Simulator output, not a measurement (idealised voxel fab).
Herein follows the process module entitled voxel ribs on slabs.
For reference, the cross-section in this document is cut, with width 170 nm and square cells of 5 nm.
Reading order for cross-sections: top band down to bottom band. Underlying form: a grid of square cells. Band size: one or more rows of cells. Per band: top height and bottom height in nm, followed by the left-to-right materials and their widths in nm; "full width" marks a single material spanning edge to edge, "blank" marks empty space. Measure heights from 0. That's the level where, below it, the as-received wafer is all one material. The lowest band is bottomless and extends downward; write it as in "z 0 and below". Width "30 to 40": first value at the band's top row of cells, second value at its bottom row, equal change from row to row. Any step labelled "nothing different" changed none of the cells in the cross-section. The entry titled "Trapped void list" provides the empty spaces that have no open way to the top, restricted to those of 8 cells or more. Each is presented as width x height at distance, the distance being measured from the left edge, with all three in nm. The remark found on a step's line after its settings is issued by the simulator itself and pertains to that step. overlay nm: where the mask lay relative to plan, measured to the right, on steps with a mask; negatives go left.

Process steps (planned):
1) RECEIVE, material Si
2) DIRECTIONAL_DEP, material SiO2, thk nm 25
3) DIRECTIONAL_DEP, material SiN, thk nm 20
4) MASKED_ETCH, tone cover, mask id RIB, width nm 20, etch materials SiN, depth nm 15, overlay nm 0
5) PATTERN, tone cover, mask id SLAB, material resist, width nm 60, thk nm 15, overlay nm 0
6) DIRECTIONAL_ETCH, etch materials SiN, depth nm 5
7) STRIP, etch materials resist
8) FILL_DEP, material SiO2, thk nm 25
9) CMP, height nm 60
10) DIRECTIONAL_DEP, material TiN, thk nm 5
11) PATTERN, tone cover, mask id HEATER, material resist, width nm 30, thk nm 15, overlay nm 0
12) DIRECTIONAL_ETCH, etch materials TiN, depth nm 5
13) STRIP, etch materials resist
14) CONFORMAL_DEP, material SiN, thk nm 10

first wafer, as planned:

Cross-section of the wafer upon arrival, representing the state reached after step 1:
    z 0 and below = Si full width
    Trapped void list: none

Once step 2 is through, the wafer looks like this in cross-section:
    z 25 to 0 = SiO2 full width
    Under 0: no change, same as before.

Once step 3 is through, the wafer looks like this in cross-section:
    z 45 to 25 = SiN full width
    Under 25: no change, same as before.

Once step 4 is through, the wafer looks like this in cross-section:
    z 45 to 30 = blank=75 / SiN=20 / blank=75
    Under 30: no change, same as before.

Once step 5 is through, the wafer looks like this in cross-section:
    z 60 to 45 = blank=55 / resist=60 / blank=55
    z 45 to 30 = blank=55 / resist=20 / SiN=20 / resist=20 / blank=55
    Under 30: no change, same as before.

Once step 6 is through, the wafer looks like this in cross-section:
    z 60 to 45 = blank=55 / resist=60 / blank=55
    z 45 to 30 = blank=55 / resist=20 / SiN=20 / resist=20 / blank=55
    z 30 to 25 = blank=55 / SiN=60 / blank=55
    Under 25: no change, same as before.

Once step 7 is through, the wafer looks like this in cross-section:
    z 45 to 30 = blank=75 / SiN=20 / blank=75
    Under 30: no change, same as before.

Once step 8 is through, the wafer looks like this in cross-section:
    z 70 to 45 = SiO2 full width
    z 45 to 30 = SiO2=75 / SiN=20 / SiO2=75
    z 30 to 25 = SiO2=55 / SiN=60 / SiO2=55
    Under 25: no change, same as before.

Once step 9 is through, the wafer looks like this in cross-section:
    z 60 to 45 = SiO2 full width
    Under 45: no change, same as before.

Once step 10 is through, the wafer looks like this in cross-section:
    z 65 to 60 = TiN full width
    Under 60: no change, same as before.

Once step 11 is through, the wafer looks like this in cross-section:
    z 80 to 65 = blank=70 / resist=30 / blank=70
    Under 65: no change, same as before.

Once step 12 is through, the wafer looks like this in cross-section:
    z 80 to 65 = blank=70 / resist=30 / blank=70
    z 65 to 60 = blank=70 / TiN=30 / blank=70
    Under 60: no change, same as before.

Once step 13 is through, the wafer looks like this in cross-section:
    z 65 to 60 = blank=70 / TiN=30 / blank=70
    Under 60: no change, same as before.

Once step 14 is through, the wafer looks like this in cross-section:
    z 75 to 70 = blank=60 / SiN=50 / blank=60
    z 70 to 65 = SiN full width
    z 65 to 60 = SiN=70 / TiN=30 / SiN=70
    Under 60: no change, same as before.

The remaining wafer, second of the two, started like the first and was run to the same plan, except that one mistake was made along the way; the two coincide through step 13, inclusive:

Cross-section of the second wafer when, according to plan, step 14 should have finished: nothing different
Nonconformance to the process plan: with respect to the plan, step 14 was omitted and not executed
The final cell counts differ between the wafers, with the second having more or fewer of some materials than the first: SiN: 72 fewer
